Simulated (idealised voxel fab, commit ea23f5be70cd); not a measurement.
process module | voxel self aligned vias
cross-section cut | 290 nm wide | cells 5 nm
A cross-section is a grid of square cells, given in bands from the top down. A band is one or more rows of cells.
Each band's line starts with the height of the band's top and of its bottom, in nm. Then come its materials from left to right, each with its width in nm. One material with "throughout" fills the band from edge to edge. "air" is empty space.
Height 0 is the level under which the wafer as received is all one material. The lowest band goes on downwards, as in "0 down".
A width such as "30 to 40" changes by the same amount from each row of cells to the next, from the band's top row to its bottom row.
"no change" after a step means that no cell of the cross-section changed.
closed voids: empty space of 8 cells or more with no open way to the top, each as width x height at its distance from the left edge, in nm
after a step's settings: what the simulator itself notes on the step
overlay nm, on a step with a mask: how far to the right of its planned place the mask lay; to the left if negative
plan
1 op RECEIVE | material Si
2 op CONFORMAL_DEP | material SiO2 | thk nm 10
3 op CONFORMAL_DEP | material SiCN | thk nm 5
4 op DIRECTIONAL_DEP | material lowk | thk nm 20
5 op MASKED_ETCH | tone open | mask id LINES | width nm 25 | pitch nm 65 | etch materials lowk | depth nm 20 | overlay nm 0
6 op CONFORMAL_DEP | material TiN | thk nm 5
7 op FILL_DEP | material Ru | thk nm 10
8 op CMP | height nm 35
9 op SELECTIVE_ETCH | etch materials W Ru TiN | depth nm 5
10 op FILL_DEP | material SiN | thk nm 10
11 op CMP | height nm 35
12 op DIRECTIONAL_DEP | material lowk | thk nm 15
13 op DIRECTIONAL_DEP | material aC | thk nm 10
14 op PATTERN | tone open | mask id VIAS | material resist | width nm 45 | pitch nm 65 | thk nm 25 | overlay nm 0
15 op DIRECTIONAL_ETCH | etch materials aC | depth nm 10
16 op STRIP | etch materials resist
17 op DIRECTIONAL_ETCH | etch materials lowk | depth nm 15
18 op DIRECTIONAL_ETCH | etch materials SiN | depth nm 5
19 op STRIP | etch materials aC
20 op CONFORMAL_DEP | material TiN | thk nm 5
21 op FILL_DEP | material Ru | thk nm 5
22 op CMP | height nm 50
23 op CONFORMAL_DEP | material SiCN | thk nm 5
first wafer, as planned
as received, after step 1
  0 down: Si throughout
  closed voids: none
after step 2
  10 to 0: SiO2 throughout
  below 0: unchanged
after step 3
  15 to 10: SiCN throughout
  below 10: unchanged
after step 4
  35 to 15: lowk throughout
  below 15: unchanged
after step 5
  35 to 15: lowk 100 | air 25 | lowk 40 | air 25 | lowk 100
  below 15: unchanged
after step 6
  40 to 35: TiN 105 | air 15 | TiN 50 | air 15 | TiN 105
  35 to 20: lowk 100 | TiN 5 | air 15 | TiN 5 | lowk 40 | TiN 5 | air 15 | TiN 5 | lowk 100
  20 to 15: lowk 100 | TiN 25 | lowk 40 | TiN 25 | lowk 100
  below 15: unchanged
after step 7
  50 to 40: Ru throughout
  40 to 35: TiN 105 | Ru 15 | TiN 50 | Ru 15 | TiN 105
  35 to 20: lowk 100 | TiN 5 | Ru 15 | TiN 5 | lowk 40 | TiN 5 | Ru 15 | TiN 5 | lowk 100
  below 20: unchanged
after step 8
  35 to 20: lowk 100 | TiN 5 | Ru 15 | TiN 5 | lowk 40 | TiN 5 | Ru 15 | TiN 5 | lowk 100
  below 20: unchanged
after step 9
  35 to 30: lowk 100 | air 25 | lowk 40 | air 25 | lowk 100
  below 30: unchanged
after step 10
  45 to 35: SiN throughout
  35 to 30: lowk 100 | SiN 25 | lowk 40 | SiN 25 | lowk 100
  below 30: unchanged
after step 11
  35 to 30: lowk 100 | SiN 25 | lowk 40 | SiN 25 | lowk 100
  below 30: unchanged
after step 12
  50 to 35: lowk throughout
  below 35: unchanged
after step 13
  60 to 50: aC throughout
  below 50: unchanged
after step 14
  85 to 60: resist 90 | air 45 | resist 20 | air 45 | resist 90
  below 60: unchanged
after step 15
  75 to 60: resist 90 | air 45 | resist 20 | air 45 | resist 90
  60 to 50: aC 90 | air 45 | aC 20 | air 45 | aC 90
  below 50: unchanged
after step 16
  60 to 50: aC 90 | air 45 | aC 20 | air 45 | aC 90
  below 50: unchanged
after step 17
  60 to 50: aC 90 | air 45 | aC 20 | air 45 | aC 90
  50 to 35: lowk 90 | air 45 | lowk 20 | air 45 | lowk 90
  below 35: unchanged
after step 18
  60 to 50: aC 90 | air 45 | aC 20 | air 45 | aC 90
  50 to 35: lowk 90 | air 45 | lowk 20 | air 45 | lowk 90
  35 to 30: lowk 100 | air 25 | lowk 40 | air 25 | lowk 100
  below 30: unchanged
after step 19
  50 to 35: lowk 90 | air 45 | lowk 20 | air 45 | lowk 90
  below 35: unchanged
after step 20
  55 to 50: TiN 95 | air 35 | TiN 30 | air 35 | TiN 95
  50 to 40: lowk 90 | TiN 5 | air 35 | TiN 5 | lowk 20 | TiN 5 | air 35 | TiN 5 | lowk 90
  40 to 35: lowk 90 | TiN 15 | air 15 | TiN 15 | lowk 20 | TiN 15 | air 15 | TiN 15 | lowk 90
  35 to 30: lowk 100 | TiN 25 | lowk 40 | TiN 25 | lowk 100
  below 30: unchanged
after step 21
  60 to 55: Ru throughout
  55 to 50: TiN 95 | Ru 35 | TiN 30 | Ru 35 | TiN 95
  50 to 40: lowk 90 | TiN 5 | Ru 35 | TiN 5 | lowk 20 | TiN 5 | Ru 35 | TiN 5 | lowk 90
  40 to 35: lowk 90 | TiN 15 | Ru 15 | TiN 15 | lowk 20 | TiN 15 | Ru 15 | TiN 15 | lowk 90
  below 35: unchanged
after step 22
  50 to 40: lowk 90 | TiN 5 | Ru 35 | TiN 5 | lowk 20 | TiN 5 | Ru 35 | TiN 5 | lowk 90
  below 40: unchanged
after step 23
  55 to 50: SiCN throughout
  below 50: unchanged
second wafer: like start, like plan, one mistake. Through step 13 it matches the first wafer
when step 14 should have ended
  85 to 60: resist 100 | air 45 | resist 20 | air 45 | resist 80
  below 60: unchanged
when step 15 should have ended
  75 to 60: resist 100 | air 45 | resist 20 | air 45 | resist 80
  60 to 50: aC 100 | air 45 | aC 20 | air 45 | aC 80
  below 50: unchanged
when step 16 should have ended
  60 to 50: aC 100 | air 45 | aC 20 | air 45 | aC 80
  below 50: unchanged
when step 17 should have ended
  60 to 50: aC 100 | air 45 | aC 20 | air 45 | aC 80
  50 to 35: lowk 100 | air 45 | lowk 20 | air 45 | lowk 80
  below 35: unchanged
when step 18 should have ended
  60 to 50: aC 100 | air 45 | aC 20 | air 45 | aC 80
  50 to 35: lowk 100 | air 45 | lowk 20 | air 45 | lowk 80
  35 to 30: lowk 100 | air 25 | lowk 40 | air 25 | lowk 100
  below 30: unchanged
when step 19 should have ended
  50 to 35: lowk 100 | air 45 | lowk 20 | air 45 | lowk 80
  below 35: unchanged
when step 20 should have ended
  55 to 50: TiN 105 | air 35 | TiN 30 | air 35 | TiN 85
  50 to 40: lowk 100 | TiN 5 | air 35 | TiN 5 | lowk 20 | TiN 5 | air 35 | TiN 5 | lowk 80
  40 to 35: lowk 100 | TiN 5 | air 15 | TiN 25 | lowk 20 | TiN 5 | air 15 | TiN 25 | lowk 80
  35 to 30: lowk 100 | TiN 25 | lowk 40 | TiN 25 | lowk 100
  below 30: unchanged
when step 21 should have ended
  60 to 55: Ru throughout
  55 to 50: TiN 105 | Ru 35 | TiN 30 | Ru 35 | TiN 85
  50 to 40: lowk 100 | TiN 5 | Ru 35 | TiN 5 | lowk 20 | TiN 5 | Ru 35 | TiN 5 | lowk 80
  40 to 35: lowk 100 | TiN 5 | Ru 15 | TiN 25 | lowk 20 | TiN 5 | Ru 15 | TiN 25 | lowk 80
  below 35: unchanged
when step 22 should have ended
  50 to 40: lowk 100 | TiN 5 | Ru 35 | TiN 5 | lowk 20 | TiN 5 | Ru 35 | TiN 5 | lowk 80
  below 40: unchanged
when step 23 should have ended
  55 to 50: SiCN throughout
  below 50: unchanged
what went wrong: step 14 ran as: op PATTERN | tone open | mask id VIAS | material resist | width nm 45 | pitch nm 65 | thk nm 25 | overlay nm 10
at the end the second wafer has, in cells: as many of each material as the first, in other places
